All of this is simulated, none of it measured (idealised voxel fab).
process module | voxel quadruple lines
cross-section cut | 280 nm wide | cells 5 nm
A cross-section is a grid of square cells, given in bands from the top down. A band is one or more rows of cells.
Each band's line starts with the height of the band's top and of its bottom, in nm. Then come its materials from left to right, each with its width in nm. One material with "throughout" fills the band from edge to edge. "air" is empty space.
Height 0 is the level under which the wafer as received is all one material. The lowest band goes on downwards, as in "0 down".
A width such as "30 to 40" changes by the same amount from each row of cells to the next, from the band's top row to its bottom row.
"no change" after a step means that no cell of the cross-section changed.
closed voids: empty space of 8 cells or more with no open way to the top, each as width x height at its distance from the left edge, in nm
after a step's settings: what the simulator itself notes on the step
overlay nm, on a step with a mask: how far to the right of its planned place the mask lay; to the left if negative
Each pair below shows a cross-section before one step and the cross-section after it, down to the lowest band that changed. The line under each pair gives the step between them, with its settings. The pairs can come from different runs of this module on the same starting wafer, so a pair continues from the pair above only where its "before" says so.
before
  0 down: Si throughout
  closed voids: none
after
  5 to 0: SiO2 throughout
  below 0: unchanged
  closed voids: none
the step between: op CONFORMAL_DEP | material SiO2 | thk nm 5
before: the cross-section after the pair above
after
  15 to 5: W throughout
  below 5: unchanged
  closed voids: none
the step between: op DIRECTIONAL_DEP | material W | thk nm 10
before: the cross-section after the pair above
after
  30 to 15: polySi throughout
  below 15: unchanged
  closed voids: none
the step between: op DIRECTIONAL_DEP | material polySi | thk nm 15
before: the cross-section after the pair above
after
  55 to 30: aC throughout
  below 30: unchanged
  closed voids: none
the step between: op DIRECTIONAL_DEP | material aC | thk nm 25
before: the cross-section after the pair above
after
  90 to 55: air 125 | resist 30 | air 125
  below 55: unchanged
  closed voids: none
the step between: op PATTERN | tone cover | mask id MANDREL | material resist | width nm 30 | thk nm 35 | overlay nm 0
before: the cross-section after the pair above
after
  65 to 55: air 125 | resist 30 | air 125
  55 to 30: air 125 | aC 30 | air 125
  below 30: unchanged
  closed voids: none
the step between: op DIRECTIONAL_ETCH | etch materials aC | depth nm 25
before: the cross-section after the pair above
after
  55 to 30: air 125 | aC 30 | air 125
  below 30: unchanged
  closed voids: none
the step between: op STRIP | etch materials resist
before: the cross-section after the pair above
after
  65 to 55: air 115 | SiO2 50 | air 115
  55 to 40: air 115 | SiO2 10 | aC 30 | SiO2 10 | air 115
  40 to 30: SiO2 125 | aC 30 | SiO2 125
  below 30: unchanged
  closed voids: none
the step between: op CONFORMAL_DEP | material SiO2 | thk nm 10
before: the cross-section after the pair above
after
  55 to 30: air 115 | SiO2 10 | aC 30 | SiO2 10 | air 115
  below 30: unchanged
  closed voids: none
the step between: op DIRECTIONAL_ETCH | etch materials SiO2 | depth nm 10
before: the cross-section after the pair above
after
  55 to 30: air 115 | SiO2 10 | air 30 | SiO2 10 | air 115
  below 30: unchanged
  closed voids: none
the step between: op STRIP | etch materials aC
before: the cross-section after the pair above
after
  55 to 30: air 115 | SiO2 10 | air 30 | SiO2 10 | air 115
  30 to 15: air 115 | polySi 10 | air 30 | polySi 10 | air 115
  below 15: unchanged
  closed voids: none
the step between: op DIRECTIONAL_ETCH | etch materials polySi | depth nm 15
before: the cross-section after the pair above
after
  30 to 15: air 115 | polySi 10 | air 30 | polySi 10 | air 115
  below 15: unchanged
  closed voids: none
the step between: op STRIP | etch materials SiO2
before: the cross-section after the pair above
after
  40 to 30: air 105 | SiN 30 | air 10 | SiN 30 | air 105
  30 to 25: air 105 | SiN 10 | polySi 10 | SiN 10 | air 10 | SiN 10 | polySi 10 | SiN 10 | air 105
  25 to 15: SiN 115 | polySi 10 | SiN 30 | polySi 10 | SiN 115
  below 15: unchanged
  closed voids: none
the step between: op CONFORMAL_DEP | material SiN | thk nm 10
before: the cross-section after the pair above
after
  30 to 15: air 105 | SiN 10 | polySi 10 | SiN 10 | air 10 | SiN 10 | polySi 10 | SiN 10 | air 105
  below 15: unchanged
  closed voids: none
the step between: op DIRECTIONAL_ETCH | etch materials SiN | depth nm 10
before: the cross-section after the pair above
after
  30 to 15: air 105 | SiN 10 | air 10 | SiN 10 | air 10 | SiN 10 | air 10 | SiN 10 | air 105
  below 15: unchanged
  closed voids: none
the step between: op STRIP | etch materials polySi
before: the cross-section after the pair above
after
  30 to 15: air 105 | SiN 10 | air 10 | SiN 10 | air 10 | SiN 10 | air 10 | SiN 10 | air 105
  15 to 5: air 105 | W 10 | air 10 | W 10 | air 10 | W 10 | air 10 | W 10 | air 105
  below 5: unchanged
  closed voids: none
the step between: op DIRECTIONAL_ETCH | etch materials W | depth nm 10
before: the cross-section after the pair above
after
  15 to 5: air 105 | W 10 | air 10 | W 10 | air 10 | W 10 | air 10 | W 10 | air 105
  below 5: unchanged
  closed voids: none
the step between: op STRIP | etch materials SiN
before
  0 down: Si throughout
  closed voids: none
after
  10 to 0: W throughout
  below 0: unchanged
  closed voids: none
the step between: op DIRECTIONAL_DEP | material W | thk nm 10
before: the cross-section after the pair above
after
  25 to 10: polySi throughout
  below 10: unchanged
  closed voids: none
the step between: op DIRECTIONAL_DEP | material polySi | thk nm 15
before: the cross-section after the pair above
after
  50 to 25: aC throughout
  below 25: unchanged
  closed voids: none
the step between: op DIRECTIONAL_DEP | material aC | thk nm 25
before: the cross-section after the pair above
after
  85 to 50: air 125 | resist 30 | air 125
  below 50: unchanged
  closed voids: none
the step between: op PATTERN | tone cover | mask id MANDREL | material resist | width nm 30 | thk nm 35 | overlay nm 0
before: the cross-section after the pair above
after
  60 to 50: air 125 | resist 30 | air 125
  50 to 25: air 125 | aC 30 | air 125
  below 25: unchanged
  closed voids: none
the step between: op DIRECTIONAL_ETCH | etch materials aC | depth nm 25
before: the cross-section after the pair above
after
  50 to 25: air 125 | aC 30 | air 125
  below 25: unchanged
  closed voids: none
the step between: op STRIP | etch materials resist
before: the cross-section after the pair above
after
  60 to 50: air 115 | SiO2 50 | air 115
  50 to 35: air 115 | SiO2 10 | aC 30 | SiO2 10 | air 115
  35 to 25: SiO2 125 | aC 30 | SiO2 125
  below 25: unchanged
  closed voids: none
the step between: op CONFORMAL_DEP | material SiO2 | thk nm 10
before: the cross-section after the pair above
after
  50 to 25: air 115 | SiO2 10 | aC 30 | SiO2 10 | air 115
  below 25: unchanged
  closed voids: none
the step between: op DIRECTIONAL_ETCH | etch materials SiO2 | depth nm 10
before: the cross-section after the pair above
after
  50 to 25: air 115 | SiO2 10 | air 30 | SiO2 10 | air 115
  below 25: unchanged
  closed voids: none
the step between: op STRIP | etch materials aC
before: the cross-section after the pair above
after
  50 to 25: air 115 | SiO2 10 | air 30 | SiO2 10 | air 115
  25 to 10: air 115 | polySi 10 | air 30 | polySi 10 | air 115
  below 10: unchanged
  closed voids: none
the step between: op DIRECTIONAL_ETCH | etch materials polySi | depth nm 15
before: the cross-section after the pair above
after
  25 to 10: air 115 | polySi 10 | air 30 | polySi 10 | air 115
  below 10: unchanged
  closed voids: none
the step between: op STRIP | etch materials SiO2
before: the cross-section after the pair above
after
  35 to 25: air 105 | SiN 30 | air 10 | SiN 30 | air 105
  25 to 20: air 105 | SiN 10 | polySi 10 | SiN 10 | air 10 | SiN 10 | polySi 10 | SiN 10 | air 105
  20 to 10: SiN 115 | polySi 10 | SiN 30 | polySi 10 | SiN 115
  below 10: unchanged
  closed voids: none
the step between: op CONFORMAL_DEP | material SiN | thk nm 10
before: the cross-section after the pair above
after
  25 to 10: air 105 | SiN 10 | polySi 10 | SiN 10 | air 10 | SiN 10 | polySi 10 | SiN 10 | air 105
  below 10: unchanged
  closed voids: none
the step between: op DIRECTIONAL_ETCH | etch materials SiN | depth nm 10
before: the cross-section after the pair above
after
  25 to 10: air 105 | SiN 10 | air 10 | SiN 10 | air 10 | SiN 10 | air 10 | SiN 10 | air 105
  below 10: unchanged
  closed voids: none
the step between: op STRIP | etch materials polySi
before: the cross-section after the pair above
after
  25 to 10: air 105 | SiN 10 | air 10 | SiN 10 | air 10 | SiN 10 | air 10 | SiN 10 | air 105
  10 to 0: air 105 | W 10 | air 10 | W 10 | air 10 | W 10 | air 10 | W 10 | air 105
  below 0: unchanged
  closed voids: none
the step between: op DIRECTIONAL_ETCH | etch materials W | depth nm 10
before: the cross-section after the pair above
after
  10 to 0: air 105 | W 10 | air 10 | W 10 | air 10 | W 10 | air 10 | W 10 | air 105
  below 0: unchanged
  closed voids: none
the step between: op STRIP | etch materials SiN
before
  65 to 55: air 125 | resist 30 | air 125
  55 to 30: air 125 | aC 30 | air 125
  30 to 15: polySi throughout
  15 to 5: W throughout
  5 to 0: SiO2 throughout
  0 down: Si throughout
  closed voids: none
after
  40 to 30: air 125 | aC 30 | air 125
  below 30: unchanged
  closed voids: none
the step between: op DIRECTIONAL_ETCH | etch materials aC | depth nm 25
before: the cross-section after the pair above
after
  50 to 40: air 115 | SiO2 50 | air 115
  40 to 30: SiO2 125 | aC 30 | SiO2 125
  below 30: unchanged
  closed voids: none
the step between: op CONFORMAL_DEP | material SiO2 | thk nm 10
before: the cross-section after the pair above
after
  40 to 30: air 115 | SiO2 10 | aC 30 | SiO2 10 | air 115
  below 30: unchanged
  closed voids: none
the step between: op DIRECTIONAL_ETCH | etch materials SiO2 | depth nm 10
before: the cross-section after the pair above
after
  40 to 30: air 115 | SiO2 10 | air 30 | SiO2 10 | air 115
  below 30: unchanged
  closed voids: none
the step between: op STRIP | etch materials aC
before: the cross-section after the pair above
after
  40 to 30: air 115 | SiO2 10 | air 30 | SiO2 10 | air 115
  30 to 15: air 115 | polySi 10 | air 30 | polySi 10 | air 115
  below 15: unchanged
  closed voids: none
the step between: op DIRECTIONAL_ETCH | etch materials polySi | depth nm 15
before: the cross-section after the pair above
after
  30 to 15: air 115 | polySi 10 | air 30 | polySi 10 | air 115
  below 15: unchanged
  closed voids: none
the step between: op STRIP | etch materials SiO2
before
  30 to 15: air 105 | SiN 10 | polySi 10 | SiN 10 | air 10 | SiN 10 | polySi 10 | SiN 10 | air 105
  15 to 5: W throughout
  5 to 0: SiO2 throughout
  0 down: Si throughout
  closed voids: none
after
  30 to 15: air 105 | SiN 10 | polySi 10 | SiN 10 | air 10 | SiN 10 | polySi 10 | SiN 10 | air 105
  15 to 5: air 105 | W 30 | air 10 | W 30 | air 105
  below 5: unchanged
  closed voids: none
the step between: op DIRECTIONAL_ETCH | etch materials W | depth nm 10
before: the cross-section after the pair above
after
  30 to 15: air 105 | SiN 10 | air 10 | SiN 10 | air 10 | SiN 10 | air 10 | SiN 10 | air 105
  below 15: unchanged
  closed voids: none
the step between: op STRIP | etch materials polySi
before: the cross-section after the pair above
after
  15 to 5: air 105 | W 30 | air 10 | W 30 | air 105
  below 5: unchanged
  closed voids: none
the step between: op STRIP | etch materials SiN
before
  55 to 30: air 125 | aC 30 | air 125
  30 to 15: polySi throughout
  15 to 5: W throughout
  5 to 0: SiO2 throughout
  0 down: Si throughout
  closed voids: none
after
  60 to 55: air 120 | SiO2 40 | air 120
  55 to 35: air 120 | SiO2 5 | aC 30 | SiO2 5 | air 120
  35 to 30: SiO2 125 | aC 30 | SiO2 125
  below 30: unchanged
  closed voids: none
the step between: op CONFORMAL_DEP | material SiO2 | thk nm 5
before: the cross-section after the pair above
after
  55 to 50: air 125 | aC 30 | air 125
  50 to 30: air 120 | SiO2 5 | aC 30 | SiO2 5 | air 120
  below 30: unchanged
  closed voids: none
the step between: op DIRECTIONAL_ETCH | etch materials SiO2 | depth nm 10
before: the cross-section after the pair above
after
  50 to 30: air 120 | SiO2 5 | air 30 | SiO2 5 | air 120
  below 30: unchanged
  closed voids: none
the step between: op STRIP | etch materials aC
before: the cross-section after the pair above
after
  50 to 30: air 120 | SiO2 5 | air 30 | SiO2 5 | air 120
  30 to 15: air 120 | polySi 5 | air 30 | polySi 5 | air 120
  below 15: unchanged
  closed voids: none
the step between: op DIRECTIONAL_ETCH | etch materials polySi | depth nm 15
before: the cross-section after the pair above
after
  30 to 15: air 120 | polySi 5 | air 30 | polySi 5 | air 120
  below 15: unchanged
  closed voids: none
the step between: op STRIP | etch materials SiO2
before: the cross-section after the pair above
after
  40 to 30: air 110 | SiN 25 | air 10 | SiN 25 | air 110
  30 to 25: air 110 | SiN 10 | polySi 5 | SiN 10 | air 10 | SiN 10 | polySi 5 | SiN 10 | air 110
  25 to 15: SiN 120 | polySi 5 | SiN 30 | polySi 5 | SiN 120
  below 15: unchanged
  closed voids: none
the step between: op CONFORMAL_DEP | material SiN | thk nm 10
before: the cross-section after the pair above
after
  30 to 15: air 110 | SiN 10 | polySi 5 | SiN 10 | air 10 | SiN 10 | polySi 5 | SiN 10 | air 110
  below 15: unchanged
  closed voids: none
the step between: op DIRECTIONAL_ETCH | etch materials SiN | depth nm 10
before: the cross-section after the pair above
after
  30 to 15: air 110 | SiN 10 | air 5 | SiN 10 | air 10 | SiN 10 | air 5 | SiN 10 | air 110
  below 15: unchanged
  closed voids: none
the step between: op STRIP | etch materials polySi
before: the cross-section after the pair above
after
  30 to 15: air 110 | SiN 10 | air 5 | SiN 10 | air 10 | SiN 10 | air 5 | SiN 10 | air 110
  15 to 5: air 110 | W 10 | air 5 | W 10 | air 10 | W 10 | air 5 | W 10 | air 110
  below 5: unchanged
  closed voids: none
the step between: op DIRECTIONAL_ETCH | etch materials W | depth nm 10
before: the cross-section after the pair above
after
  15 to 5: air 110 | W 10 | air 5 | W 10 | air 10 | W 10 | air 5 | W 10 | air 110
  below 5: unchanged
  closed voids: none
the step between: op STRIP | etch materials SiN
before
  55 to 30: aC throughout
  30 to 15: polySi throughout
  15 to 5: W throughout
  5 to 0: SiO2 throughout
  0 down: Si throughout
  closed voids: none
after
  90 to 55: air 130 | resist 20 | air 130
  below 55: unchanged
  closed voids: none
the step between: op PATTERN | tone cover | mask id MANDREL | material resist | width nm 20 | thk nm 35 | overlay nm 0
before: the cross-section after the pair above
after
  65 to 55: air 130 | resist 20 | air 130
  55 to 30: air 130 | aC 20 | air 130
  below 30: unchanged
  closed voids: none
the step between: op DIRECTIONAL_ETCH | etch materials aC | depth nm 25
before: the cross-section after the pair above
after
  55 to 30: air 130 | aC 20 | air 130
  below 30: unchanged
  closed voids: none
the step between: op STRIP | etch materials resist
before: the cross-section after the pair above
after
  65 to 55: air 120 | SiO2 40 | air 120
  55 to 40: air 120 | SiO2 10 | aC 20 | SiO2 10 | air 120
  40 to 30: SiO2 130 | aC 20 | SiO2 130
  below 30: unchanged
  closed voids: none
the step between: op CONFORMAL_DEP | material SiO2 | thk nm 10
before: the cross-section after the pair above
after
  55 to 30: air 120 | SiO2 10 | aC 20 | SiO2 10 | air 120
  below 30: unchanged
  closed voids: none
the step between: op DIRECTIONAL_ETCH | etch materials SiO2 | depth nm 10
before: the cross-section after the pair above
after
  55 to 30: air 120 | SiO2 10 | air 20 | SiO2 10 | air 120
  below 30: unchanged
  closed voids: none
the step between: op STRIP | etch materials aC
before: the cross-section after the pair above
after
  55 to 30: air 120 | SiO2 10 | air 20 | SiO2 10 | air 120
  30 to 15: air 120 | polySi 10 | air 20 | polySi 10 | air 120
  below 15: unchanged
  closed voids: none
the step between: op DIRECTIONAL_ETCH | etch materials polySi | depth nm 15
before: the cross-section after the pair above
after
  30 to 15: air 120 | polySi 10 | air 20 | polySi 10 | air 120
  below 15: unchanged
  closed voids: none
the step between: op STRIP | etch materials SiO2
before: the cross-section after the pair above
after
  40 to 30: air 110 | SiN 60 | air 110
  30 to 25: air 110 | SiN 10 | polySi 10 | SiN 20 | polySi 10 | SiN 10 | air 110
  25 to 15: SiN 120 | polySi 10 | SiN 20 | polySi 10 | SiN 120
  below 15: unchanged
  closed voids: none
the step between: op CONFORMAL_DEP | material SiN | thk nm 10
before: the cross-section after the pair above
after
  30 to 15: air 110 | SiN 10 | polySi 10 | SiN 20 | polySi 10 | SiN 10 | air 110
  below 15: unchanged
  closed voids: none
the step between: op DIRECTIONAL_ETCH | etch materials SiN | depth nm 10
before: the cross-section after the pair above
after
  30 to 15: air 110 | SiN 10 | air 10 | SiN 20 | air 10 | SiN 10 | air 110
  below 15: unchanged
  closed voids: none
the step between: op STRIP | etch materials polySi
before: the cross-section after the pair above
after
  30 to 15: air 110 | SiN 10 | air 10 | SiN 20 | air 10 | SiN 10 | air 110
  15 to 5: air 110 | W 10 | air 10 | W 20 | air 10 | W 10 | air 110
  below 5: unchanged
  closed voids: none
the step between: op DIRECTIONAL_ETCH | etch materials W | depth nm 10
before: the cross-section after the pair above
after
  15 to 5: air 110 | W 10 | air 10 | W 20 | air 10 | W 10 | air 110
  below 5: unchanged
  closed voids: none
the step between: op STRIP | etch materials SiN
before
  55 to 30: aC throughout
  30 to 15: polySi throughout
  15 to 5: W throughout
  5 to 0: SiO2 throughout
  0 down: Si throughout
  closed voids: none
after
  90 to 55: air 115 | resist 30 | air 135
  below 55: unchanged
  closed voids: none
the step between: op PATTERN | tone cover | mask id MANDREL | material resist | width nm 30 | thk nm 35 | overlay nm -10
before: the cross-section after the pair above
after
  65 to 55: air 115 | resist 30 | air 135
  55 to 30: air 115 | aC 30 | air 135
  below 30: unchanged
  closed voids: none
the step between: op DIRECTIONAL_ETCH | etch materials aC | depth nm 25
before: the cross-section after the pair above
after
  55 to 30: air 115 | aC 30 | air 135
  below 30: unchanged
  closed voids: none
the step between: op STRIP | etch materials resist
before: the cross-section after the pair above
after
  65 to 55: air 105 | SiO2 50 | air 125
  55 to 40: air 105 | SiO2 10 | aC 30 | SiO2 10 | air 125
  40 to 30: SiO2 115 | aC 30 | SiO2 135
  below 30: unchanged
  closed voids: none
the step between: op CONFORMAL_DEP | material SiO2 | thk nm 10
before: the cross-section after the pair above
after
  55 to 30: air 105 | SiO2 10 | aC 30 | SiO2 10 | air 125
  below 30: unchanged
  closed voids: none
the step between: op DIRECTIONAL_ETCH | etch materials SiO2 | depth nm 10
before: the cross-section after the pair above
after
  55 to 30: air 105 | SiO2 10 | air 30 | SiO2 10 | air 125
  below 30: unchanged
  closed voids: none
the step between: op STRIP | etch materials aC
before: the cross-section after the pair above
after
  55 to 30: air 105 | SiO2 10 | air 30 | SiO2 10 | air 125
  30 to 15: air 105 | polySi 10 | air 30 | polySi 10 | air 125
  below 15: unchanged
  closed voids: none
the step between: op DIRECTIONAL_ETCH | etch materials polySi | depth nm 15
before: the cross-section after the pair above
after
  30 to 15: air 105 | polySi 10 | air 30 | polySi 10 | air 125
  below 15: unchanged
  closed voids: none
the step between: op STRIP | etch materials SiO2
before: the cross-section after the pair above
after
  40 to 30: air 95 | SiN 30 | air 10 | SiN 30 | air 115
  30 to 25: air 95 | SiN 10 | polySi 10 | SiN 10 | air 10 | SiN 10 | polySi 10 | SiN 10 | air 115
  25 to 15: SiN 105 | polySi 10 | SiN 30 | polySi 10 | SiN 125
  below 15: unchanged
  closed voids: none
the step between: op CONFORMAL_DEP | material SiN | thk nm 10
before: the cross-section after the pair above
after
  30 to 15: air 95 | SiN 10 | polySi 10 | SiN 10 | air 10 | SiN 10 | polySi 10 | SiN 10 | air 115
  below 15: unchanged
  closed voids: none
the step between: op DIRECTIONAL_ETCH | etch materials SiN | depth nm 10
before: the cross-section after the pair above
after
  30 to 15: air 95 | SiN 10 | air 10 | SiN 10 | air 10 | SiN 10 | air 10 | SiN 10 | air 115
  below 15: unchanged
  closed voids: none
the step between: op STRIP | etch materials polySi
before: the cross-section after the pair above
after
  30 to 15: air 95 | SiN 10 | air 10 | SiN 10 | air 10 | SiN 10 | air 10 | SiN 10 | air 115
  15 to 5: air 95 | W 10 | air 10 | W 10 | air 10 | W 10 | air 10 | W 10 | air 115
  below 5: unchanged
  closed voids: none
the step between: op DIRECTIONAL_ETCH | etch materials W | depth nm 10
before: the cross-section after the pair above
after
  15 to 5: air 95 | W 10 | air 10 | W 10 | air 10 | W 10 | air 10 | W 10 | air 115
  below 5: unchanged
  closed voids: none
the step between: op STRIP | etch materials SiN
before
  0 down: Si throughout
  closed voids: none
after
  5 to 0: aC throughout
  below 0: unchanged
  closed voids: none
the step between: op CONFORMAL_DEP | material aC | thk nm 5
before: the cross-section after the pair above
after
  15 to 5: W throughout
  below 5: unchanged
  closed voids: none
the step between: op DIRECTIONAL_DEP | material W | thk nm 10
before: the cross-section after the pair above
after
  30 to 15: polySi throughout
  below 15: unchanged
  closed voids: none
the step between: op DIRECTIONAL_DEP | material polySi | thk nm 15
before: the cross-section after the pair above
after
  55 to 30: aC throughout
  below 30: unchanged
  closed voids: none
the step between: op DIRECTIONAL_DEP | material aC | thk nm 25
before: the cross-section after the pair above
after
  90 to 55: air 125 | resist 30 | air 125
  below 55: unchanged
  closed voids: none
the step between: op PATTERN | tone cover | mask id MANDREL | material resist | width nm 30 | thk nm 35 | overlay nm 0
before: the cross-section after the pair above
after
  65 to 55: air 125 | resist 30 | air 125
  55 to 30: air 125 | aC 30 | air 125
  below 30: unchanged
  closed voids: none
the step between: op DIRECTIONAL_ETCH | etch materials aC | depth nm 25
before: the cross-section after the pair above
after
  55 to 30: air 125 | aC 30 | air 125
  below 30: unchanged
  closed voids: none
the step between: op STRIP | etch materials resist
before: the cross-section after the pair above
after
  65 to 55: air 115 | SiO2 50 | air 115
  55 to 40: air 115 | SiO2 10 | aC 30 | SiO2 10 | air 115
  40 to 30: SiO2 125 | aC 30 | SiO2 125
  below 30: unchanged
  closed voids: none
the step between: op CONFORMAL_DEP | material SiO2 | thk nm 10
before: the cross-section after the pair above
after
  55 to 30: air 115 | SiO2 10 | aC 30 | SiO2 10 | air 115
  below 30: unchanged
  closed voids: none
the step between: op DIRECTIONAL_ETCH | etch materials SiO2 | depth nm 10
before: the cross-section after the pair above
after
  55 to 30: air 115 | SiO2 10 | air 30 | SiO2 10 | air 115
  below 30: unchanged
  closed voids: none
the step between: op STRIP | etch materials aC
before: the cross-section after the pair above
after
  55 to 30: air 115 | SiO2 10 | air 30 | SiO2 10 | air 115
  30 to 15: air 115 | polySi 10 | air 30 | polySi 10 | air 115
  below 15: unchanged
  closed voids: none
the step between: op DIRECTIONAL_ETCH | etch materials polySi | depth nm 15
before: the cross-section after the pair above
after
  30 to 15: air 115 | polySi 10 | air 30 | polySi 10 | air 115
  below 15: unchanged
  closed voids: none
the step between: op STRIP | etch materials SiO2
before: the cross-section after the pair above
after
  40 to 30: air 105 | SiN 30 | air 10 | SiN 30 | air 105
  30 to 25: air 105 | SiN 10 | polySi 10 | SiN 10 | air 10 | SiN 10 | polySi 10 | SiN 10 | air 105
  25 to 15: SiN 115 | polySi 10 | SiN 30 | polySi 10 | SiN 115
  below 15: unchanged
  closed voids: none
the step between: op CONFORMAL_DEP | material SiN | thk nm 10
before: the cross-section after the pair above
after
  30 to 15: air 105 | SiN 10 | polySi 10 | SiN 10 | air 10 | SiN 10 | polySi 10 | SiN 10 | air 105
  below 15: unchanged
  closed voids: none
the step between: op DIRECTIONAL_ETCH | etch materials SiN | depth nm 10
before: the cross-section after the pair above
after
  30 to 15: air 105 | SiN 10 | air 10 | SiN 10 | air 10 | SiN 10 | air 10 | SiN 10 | air 105
  below 15: unchanged
  closed voids: none
the step between: op STRIP | etch materials polySi
before: the cross-section after the pair above
after
  30 to 15: air 105 | SiN 10 | air 10 | SiN 10 | air 10 | SiN 10 | air 10 | SiN 10 | air 105
  15 to 5: air 105 | W 10 | air 10 | W 10 | air 10 | W 10 | air 10 | W 10 | air 105
  below 5: unchanged
  closed voids: none
the step between: op DIRECTIONAL_ETCH | etch materials W | depth nm 10
before: the cross-section after the pair above
after
  15 to 5: air 105 | W 10 | air 10 | W 10 | air 10 | W 10 | air 10 | W 10 | air 105
  below 5: unchanged
  closed voids: none
the step between: op STRIP | etch materials SiN
before
  55 to 30: aC throughout
  30 to 15: polySi throughout
  15 to 5: W throughout
  5 to 0: SiO2 throughout
  0 down: Si throughout
  closed voids: none
after
  90 to 55: resist 125 | air 30 | resist 125
  below 55: unchanged
  closed voids: none
the step between: op PATTERN | tone open | mask id MANDREL | material resist | width nm 30 | thk nm 35 | overlay nm 0
before: the cross-section after the pair above
after
  65 to 55: resist 125 | air 30 | resist 125
  55 to 30: aC 125 | air 30 | aC 125
  below 30: unchanged
  closed voids: none
the step between: op DIRECTIONAL_ETCH | etch materials aC | depth nm 25
before: the cross-section after the pair above
after
  55 to 30: aC 125 | air 30 | aC 125
  below 30: unchanged
  closed voids: none
the step between: op STRIP | etch materials resist
before: the cross-section after the pair above
after
  65 to 55: SiO2 135 | air 10 | SiO2 135
  55 to 40: aC 125 | SiO2 10 | air 10 | SiO2 10 | aC 125
  40 to 30: aC 125 | SiO2 30 | aC 125
  below 30: unchanged
  closed voids: none
the step between: op CONFORMAL_DEP | material SiO2 | thk nm 10
before: the cross-section after the pair above
after
  55 to 30: aC 125 | SiO2 10 | air 10 | SiO2 10 | aC 125
  below 30: unchanged
  closed voids: none
the step between: op DIRECTIONAL_ETCH | etch materials SiO2 | depth nm 10
before: the cross-section after the pair above
after
  55 to 30: air 125 | SiO2 10 | air 10 | SiO2 10 | air 125
  below 30: unchanged
  closed voids: none
the step between: op STRIP | etch materials aC
before: the cross-section after the pair above
after
  55 to 30: air 125 | SiO2 10 | air 10 | SiO2 10 | air 125
  30 to 15: air 125 | polySi 10 | air 10 | polySi 10 | air 125
  below 15: unchanged
  closed voids: none
the step between: op DIRECTIONAL_ETCH | etch materials polySi | depth nm 15
before: the cross-section after the pair above
after
  30 to 15: air 125 | polySi 10 | air 10 | polySi 10 | air 125
  below 15: unchanged
  closed voids: none
the step between: op STRIP | etch materials SiO2
before: the cross-section after the pair above
after
  40 to 30: air 115 | SiN 50 | air 115
  30 to 25: air 115 | SiN 10 | polySi 10 | SiN 10 | polySi 10 | SiN 10 | air 115
  25 to 15: SiN 125 | polySi 10 | SiN 10 | polySi 10 | SiN 125
  below 15: unchanged
  closed voids: none
the step between: op CONFORMAL_DEP | material SiN | thk nm 10
before: the cross-section after the pair above
after
  30 to 15: air 115 | SiN 10 | polySi 10 | SiN 10 | polySi 10 | SiN 10 | air 115
  below 15: unchanged
  closed voids: none
the step between: op DIRECTIONAL_ETCH | etch materials SiN | depth nm 10
before: the cross-section after the pair above
after
  30 to 15: air 115 | SiN 10 | air 10 | SiN 10 | air 10 | SiN 10 | air 115
  below 15: unchanged
  closed voids: none
the step between: op STRIP | etch materials polySi
before: the cross-section after the pair above
after
  30 to 15: air 115 | SiN 10 | air 10 | SiN 10 | air 10 | SiN 10 | air 115
  15 to 5: air 115 | W 10 | air 10 | W 10 | air 10 | W 10 | air 115
  below 5: unchanged
  closed voids: none
the step between: op DIRECTIONAL_ETCH | etch materials W | depth nm 10
before: the cross-section after the pair above
after
  15 to 5: air 115 | W 10 | air 10 | W 10 | air 10 | W 10 | air 115
  below 5: unchanged
  closed voids: none
the step between: op STRIP | etch materials SiN
